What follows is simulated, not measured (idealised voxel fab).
process module | voxel released beams
cross-section cut | 240 nm wide | cells 5 nm
A cross-section is a grid of square cells, given in bands from the top down. A band is one or more rows of cells.
Each band's line starts with the height of the band's top and of its bottom, in nm. Then come its materials from left to right, each with its width in nm. One material with "throughout" fills the band from edge to edge. "air" is empty space.
Height 0 is the level under which the wafer as received is all one material. The lowest band goes on downwards, as in "0 down".
A width such as "30 to 40" changes by the same amount from each row of cells to the next, from the band's top row to its bottom row.
"no change" after a step means that no cell of the cross-section changed.
closed voids: empty space of 8 cells or more with no open way to the top, each as width x height at its distance from the left edge, in nm
after a step's settings: what the simulator itself notes on the step
overlay nm, on a step with a mask: how far to the right of its planned place the mask lay; to the left if negative
plan
1 op RECEIVE | material Si
2 op CONFORMAL_DEP | material SiN | thk nm 5
3 op DIRECTIONAL_DEP | material SiO2 | thk nm 20
4 op DIRECTIONAL_DEP | material aC | thk nm 10
5 op PATTERN | tone open | mask id ANCHOR | material resist | width nm 40 | thk nm 25 | overlay nm 0
6 op DIRECTIONAL_ETCH | etch materials aC | depth nm 10
7 op STRIP | etch materials resist
8 op DIRECTIONAL_ETCH | etch materials SiO2 | depth nm 20
9 op STRIP | etch materials aC
10 op CONFORMAL_DEP | material polySi | thk nm 15
11 op DIRECTIONAL_DEP | material aC | thk nm 10
12 op PATTERN | tone cover | mask id BEAM | material resist | width nm 90 | thk nm 30 | overlay nm 0
13 op DIRECTIONAL_ETCH | etch materials aC | depth nm 10
14 op STRIP | etch materials resist
15 op DIRECTIONAL_ETCH | etch materials polySi | depth nm 15
16 op STRIP | etch materials aC
17 op STRIP | etch materials SiO2
first wafer, as planned
as received, after step 1
  0 down: Si throughout
  closed voids: none
after step 2
  5 to 0: SiN throughout
  below 0: unchanged
after step 3
  25 to 5: SiO2 throughout
  below 5: unchanged
after step 4
  35 to 25: aC throughout
  below 25: unchanged
after step 5
  60 to 35: resist 75 | air 40 | resist 125
  below 35: unchanged
after step 6
  50 to 35: resist 75 | air 40 | resist 125
  35 to 25: aC 75 | air 40 | aC 125
  below 25: unchanged
after step 7
  35 to 25: aC 75 | air 40 | aC 125
  below 25: unchanged
after step 8
  35 to 25: aC 75 | air 40 | aC 125
  25 to 5: SiO2 75 | air 40 | SiO2 125
  below 5: unchanged
after step 9
  25 to 5: SiO2 75 | air 40 | SiO2 125
  below 5: unchanged
after step 10
  40 to 25: polySi 90 | air 10 | polySi 140
  25 to 20: SiO2 75 | polySi 15 | air 10 | polySi 15 | SiO2 125
  20 to 5: SiO2 75 | polySi 40 | SiO2 125
  below 5: unchanged
after step 11
  50 to 40: aC 90 | air 10 | aC 140
  40 to 30: polySi 90 | air 10 | polySi 140
  30 to 25: polySi 90 | aC 10 | polySi 140
  25 to 20: SiO2 75 | polySi 15 | aC 10 | polySi 15 | SiO2 125
  below 20: unchanged
after step 12
  80 to 50: air 70 | resist 90 | air 80
  50 to 40: aC 90 | resist 10 | aC 140
  40 to 30: polySi 90 | resist 10 | polySi 140
  below 30: unchanged
after step 13
  70 to 50: air 70 | resist 90 | air 80
  50 to 40: air 70 | aC 20 | resist 10 | aC 60 | air 80
  below 40: unchanged
after step 14
  50 to 40: air 70 | aC 20 | air 10 | aC 60 | air 80
  40 to 30: polySi 90 | air 10 | polySi 140
  below 30: unchanged
after step 15
  50 to 40: air 70 | aC 20 | air 10 | aC 60 | air 80
  40 to 30: air 70 | polySi 20 | air 10 | polySi 60 | air 80
  30 to 25: air 70 | polySi 20 | aC 10 | polySi 60 | air 80
  below 25: unchanged
after step 16
  40 to 25: air 70 | polySi 20 | air 10 | polySi 60 | air 80
  25 to 20: SiO2 75 | polySi 15 | air 10 | polySi 15 | SiO2 125
  below 20: unchanged
after step 17
  40 to 25: air 70 | polySi 20 | air 10 | polySi 60 | air 80
  25 to 20: air 75 | polySi 15 | air 10 | polySi 15 | air 125
  20 to 5: air 75 | polySi 40 | air 125
  below 5: unchanged
second wafer: like start, like plan, one mistake. Through step 1 it matches the first wafer
when step 2 should have ended
  5 to 0: polySi throughout
  below 0: unchanged
when step 3 should have ended
  25 to 5: SiO2 throughout
  below 5: unchanged
when step 4 should have ended
  35 to 25: aC throughout
  below 25: unchanged
when step 5 should have ended
  60 to 35: resist 75 | air 40 | resist 125
  below 35: unchanged
when step 6 should have ended
  50 to 35: resist 75 | air 40 | resist 125
  35 to 25: aC 75 | air 40 | aC 125
  below 25: unchanged
when step 7 should have ended
  35 to 25: aC 75 | air 40 | aC 125
  below 25: unchanged
when step 8 should have ended
  35 to 25: aC 75 | air 40 | aC 125
  25 to 5: SiO2 75 | air 40 | SiO2 125
  below 5: unchanged
when step 9 should have ended
  25 to 5: SiO2 75 | air 40 | SiO2 125
  below 5: unchanged
when step 10 should have ended
  40 to 25: polySi 90 | air 10 | polySi 140
  25 to 20: SiO2 75 | polySi 15 | air 10 | polySi 15 | SiO2 125
  20 to 5: SiO2 75 | polySi 40 | SiO2 125
  below 5: unchanged
when step 11 should have ended
  50 to 40: aC 90 | air 10 | aC 140
  40 to 30: polySi 90 | air 10 | polySi 140
  30 to 25: polySi 90 | aC 10 | polySi 140
  25 to 20: SiO2 75 | polySi 15 | aC 10 | polySi 15 | SiO2 125
  below 20: unchanged
when step 12 should have ended
  80 to 50: air 70 | resist 90 | air 80
  50 to 40: aC 90 | resist 10 | aC 140
  40 to 30: polySi 90 | resist 10 | polySi 140
  below 30: unchanged
when step 13 should have ended
  70 to 50: air 70 | resist 90 | air 80
  50 to 40: air 70 | aC 20 | resist 10 | aC 60 | air 80
  below 40: unchanged
when step 14 should have ended
  50 to 40: air 70 | aC 20 | air 10 | aC 60 | air 80
  40 to 30: polySi 90 | air 10 | polySi 140
  below 30: unchanged
when step 15 should have ended
  50 to 40: air 70 | aC 20 | air 10 | aC 60 | air 80
  40 to 30: air 70 | polySi 20 | air 10 | polySi 60 | air 80
  30 to 25: air 70 | polySi 20 | aC 10 | polySi 60 | air 80
  below 25: unchanged
when step 16 should have ended
  40 to 25: air 70 | polySi 20 | air 10 | polySi 60 | air 80
  25 to 20: SiO2 75 | polySi 15 | air 10 | polySi 15 | SiO2 125
  below 20: unchanged
when step 17 should have ended
  40 to 25: air 70 | polySi 20 | air 10 | polySi 60 | air 80
  25 to 20: air 75 | polySi 15 | air 10 | polySi 15 | air 125
  20 to 5: air 75 | polySi 40 | air 125
  below 5: unchanged
what went wrong: step 2 ran as: op CONFORMAL_DEP | material polySi | thk nm 5
at the end the second wafer has, in cells: 48 fewer of SiN | 48 more of polySi
